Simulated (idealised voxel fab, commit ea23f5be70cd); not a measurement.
The process module presented herein is designated voxel self aligned vias.
In the cross-section labelled cut, the width is 250 nm and each square cell is 5 nm.
Throughout this document, each cross-section is represented as a grid of square cells and is presented as a sequence of bands enumerated from the top downward, where a band comprises one or more rows of cells.
It is stipulated that each band's entry specify, in nanometres, the height of the top of the band and then that of its bottom, followed by the materials of the band in left-to-right sequence, each together with its width in nanometres. A single material marked by the word "everywhere" is understood to fill the band from edge to edge; the word "air" is understood to denote empty space.
Zero point of the height axis is 0; under it, received wafer = one material. Lowest band: continues down indefinitely, "0 -> down".
Note: "30 to 40" means the width goes from the first number (top row of the band) to the second number (bottom row) in equal steps per row of cells.
The designation "stayed the same", where it is given for a processing step, indicates that no cell of the cross-section was altered in the course of that step.
Closed-off voids of 8+ cells (no open route to the top) go in "Closed void catalog", written width x height at distance from the left edge, in nm.
Step line, after settings: the simulator's comment on this step.
Steps that use a mask can have "overlay nm" on their line. It says how far the mask sat to the right of where it was meant to be. Negative means to the left.
**So here's the lineup of process steps we planned**
1 op RECEIVE | material Si
2 op CONFORMAL_DEP | material SiO2 | thk nm 15
3 op CONFORMAL_DEP | material SiCN | thk nm 5
4 op DIRECTIONAL_DEP | material lowk | thk nm 25
5 op MASKED_ETCH | tone open | mask id LINES | width nm 25 | pitch nm 60 | etch materials lowk | depth nm 25 | overlay nm 0
6 op CONFORMAL_DEP | material TiN | thk nm 5
7 op FILL_DEP | material W | thk nm 5
8 op CMP | height nm 45
9 op SELECTIVE_ETCH | etch materials W Ru TiN | depth nm 10
10 op FILL_DEP | material SiN | thk nm 5
11 op CMP | height nm 45
12 op DIRECTIONAL_DEP | material lowk | thk nm 20
13 op DIRECTIONAL_DEP | material aC | thk nm 10
14 op PATTERN | tone open | mask id VIAS | material resist | width nm 45 | pitch nm 60 | thk nm 30 | overlay nm 0
15 op DIRECTIONAL_ETCH | etch materials aC | depth nm 10
16 op STRIP | etch materials resist
17 op DIRECTIONAL_ETCH | etch materials lowk | depth nm 20
18 op DIRECTIONAL_ETCH | etch materials SiN | depth nm 10
19 op STRIP | etch materials aC
20 op CONFORMAL_DEP | material TiN | thk nm 5
21 op FILL_DEP | material Cu | thk nm 10
22 op CMP | height nm 65
23 op CONFORMAL_DEP | material SiCN | thk nm 5
**Cross-section of the incoming wafer, state after step 1**
	0 -> down  Si everywhere
	Closed void catalog: none
**Cross-section taken at module completion on the first of two wafers; processed per the plan**
	70 -> 65  SiCN everywhere
	65 -> 50  lowk (70); TiN (5); Cu (35); TiN (5); lowk (15); TiN (5); Cu (35); TiN (5); lowk (75)
	50 -> 40  lowk (70 to 80); TiN (15 to 5); Cu (15); TiN (15 to 5); lowk (15 to 35); TiN (15 to 5); Cu (15); TiN (15 to 5); lowk (75 to 85)
	40 -> 35  lowk (80); TiN (25); lowk (35); TiN (25); lowk (85)
	35 -> 25  lowk (80); TiN (5); W (15); TiN (5); lowk (35); TiN (5); W (15); TiN (5); lowk (85)
	25 -> 20  lowk (80); TiN (25); lowk (35); TiN (25); lowk (85)
	20 -> 15  SiCN everywhere
	15 -> 0  SiO2 everywhere
	0 -> down  Si everywhere
	Closed void catalog: none
**Here is the second of the two wafers cut open at the end of the module - same start, same plan as the first one, but we made one mistake running it**
	70 -> 65  SiCN everywhere
	65 -> 50  lowk (70); TiN (5); Cu (35); TiN (5); lowk (15); TiN (5); Cu (35); TiN (5); lowk (75)
	50 -> 40  lowk (70 to 90); TiN (25 to 5); Cu (15); TiN (5); lowk (15 to 35); TiN (25 to 5); Cu (15); TiN (5); lowk (75)
	40 -> 35  lowk (90); TiN (25); lowk (35); TiN (25); lowk (75)
	35 -> 25  lowk (90); TiN (5); W (15); TiN (5); lowk (35); TiN (5); W (15); TiN (5); lowk (75)
	25 -> 20  lowk (90); TiN (25); lowk (35); TiN (25); lowk (75)
	20 -> 15  SiCN everywhere
	15 -> 0  SiO2 everywhere
	0 -> down  Si everywhere
	Closed void catalog: none
Want to know what went wrong? step 5 was not run as planned; what actually ran was op MASKED_ETCH | tone open | mask id LINES | width nm 25 | pitch nm 60 | etch materials lowk | depth nm 25 | overlay nm 10
Both wafers, final: cells per material equal; arrangement not.
